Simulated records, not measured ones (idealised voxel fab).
process module | voxel plated lines
cross-section cut | 215 nm wide | cells 5 nm
A cross-section is a grid of square cells, given in bands from the top down. A band is one or more rows of cells.
Each band's line starts with the height of the band's top and of its bottom, in nm. Then come its materials from left to right, each with its width in nm. One material with "throughout" fills the band from edge to edge. "air" is empty space.
Height 0 is the level under which the wafer as received is all one material. The lowest band goes on downwards, as in "0 down".
A width such as "30 to 40" changes by the same amount from each row of cells to the next, from the band's top row to its bottom row.
"no change" after a step means that no cell of the cross-section changed.
closed voids: empty space of 8 cells or more with no open way to the top, each as width x height at its distance from the left edge, in nm
after a step's settings: what the simulator itself notes on the step
overlay nm, on a step with a mask: how far to the right of its planned place the mask lay; to the left if negative
plan
1 op RECEIVE | material Si
2 op CONFORMAL_DEP | material SiO2 | thk nm 5
3 op DIRECTIONAL_DEP | material TiN | thk nm 5
4 op PATTERN | tone open | mask id LINES | material resist | width nm 30 | pitch nm 60 | thk nm 35 | overlay nm 0
5 op EPI | material Ru | thk nm 10
6 op EPI | material Ru | thk nm 5
7 op EPI | material Ru | thk nm 10
8 op STRIP | etch materials resist
9 op DIRECTIONAL_ETCH | etch materials TiN | depth nm 5
10 op CONFORMAL_DEP | material SiCN | thk nm 5
first wafer, as planned
as received, after step 1
  0 down: Si throughout
  closed voids: none
after step 2
  5 to 0: SiO2 throughout
  below 0: unchanged
after step 3
  10 to 5: TiN throughout
  below 5: unchanged
after step 4
  45 to 10: resist 60 | air 30 | resist 30 | air 30 | resist 65
  below 10: unchanged
after step 5
  45 to 20: resist 60 | air 30 | resist 30 | air 30 | resist 65
  20 to 10: resist 60 | Ru 30 | resist 30 | Ru 30 | resist 65
  below 10: unchanged
after step 6
  45 to 25: resist 60 | air 30 | resist 30 | air 30 | resist 65
  25 to 10: resist 60 | Ru 30 | resist 30 | Ru 30 | resist 65
  below 10: unchanged
after step 7
  45 to 35: resist 60 | air 30 | resist 30 | air 30 | resist 65
  35 to 10: resist 60 | Ru 30 | resist 30 | Ru 30 | resist 65
  below 10: unchanged
after step 8
  35 to 10: air 60 | Ru 30 | air 30 | Ru 30 | air 65
  below 10: unchanged
after step 9
  35 to 10: air 60 | Ru 30 | air 30 | Ru 30 | air 65
  10 to 5: air 60 | TiN 30 | air 30 | TiN 30 | air 65
  below 5: unchanged
after step 10
  40 to 35: air 55 | SiCN 40 | air 20 | SiCN 40 | air 60
  35 to 10: air 55 | SiCN 5 | Ru 30 | SiCN 5 | air 20 | SiCN 5 | Ru 30 | SiCN 5 | air 60
  10 to 5: SiCN 60 | TiN 30 | SiCN 30 | TiN 30 | SiCN 65
  below 5: unchanged
second wafer: like start, like plan, one mistake. Through step 3 it matches the first wafer
when step 4 should have ended
  45 to 10: air 60 | resist 30 | air 30 | resist 30 | air 65
  below 10: unchanged
when step 5 should have ended
  45 to 20: air 60 | resist 30 | air 30 | resist 30 | air 65
  20 to 10: Ru 60 | resist 30 | Ru 30 | resist 30 | Ru 65
  below 10: unchanged
when step 6 should have ended
  45 to 25: air 60 | resist 30 | air 30 | resist 30 | air 65
  25 to 10: Ru 60 | resist 30 | Ru 30 | resist 30 | Ru 65
  below 10: unchanged
when step 7 should have ended
  45 to 35: air 60 | resist 30 | air 30 | resist 30 | air 65
  35 to 10: Ru 60 | resist 30 | Ru 30 | resist 30 | Ru 65
  below 10: unchanged
when step 8 should have ended
  35 to 10: Ru 60 | air 30 | Ru 30 | air 30 | Ru 65
  below 10: unchanged
when step 9 should have ended
  35 to 10: Ru 60 | air 30 | Ru 30 | air 30 | Ru 65
  10 to 5: TiN 60 | air 30 | TiN 30 | air 30 | TiN 65
  below 5: unchanged
when step 10 should have ended
  40 to 35: SiCN 65 | air 20 | SiCN 40 | air 20 | SiCN 70
  35 to 10: Ru 60 | SiCN 5 | air 20 | SiCN 5 | Ru 30 | SiCN 5 | air 20 | SiCN 5 | Ru 65
  10 to 5: TiN 60 | SiCN 30 | TiN 30 | SiCN 30 | TiN 65
  below 5: unchanged
what went wrong: step 4 ran as: op PATTERN | tone cover | mask id LINES | material resist | width nm 30 | pitch nm 60 | thk nm 35 | overlay nm 0
at the end the second wafer has, in cells: 95 more of Ru | 19 more of TiN
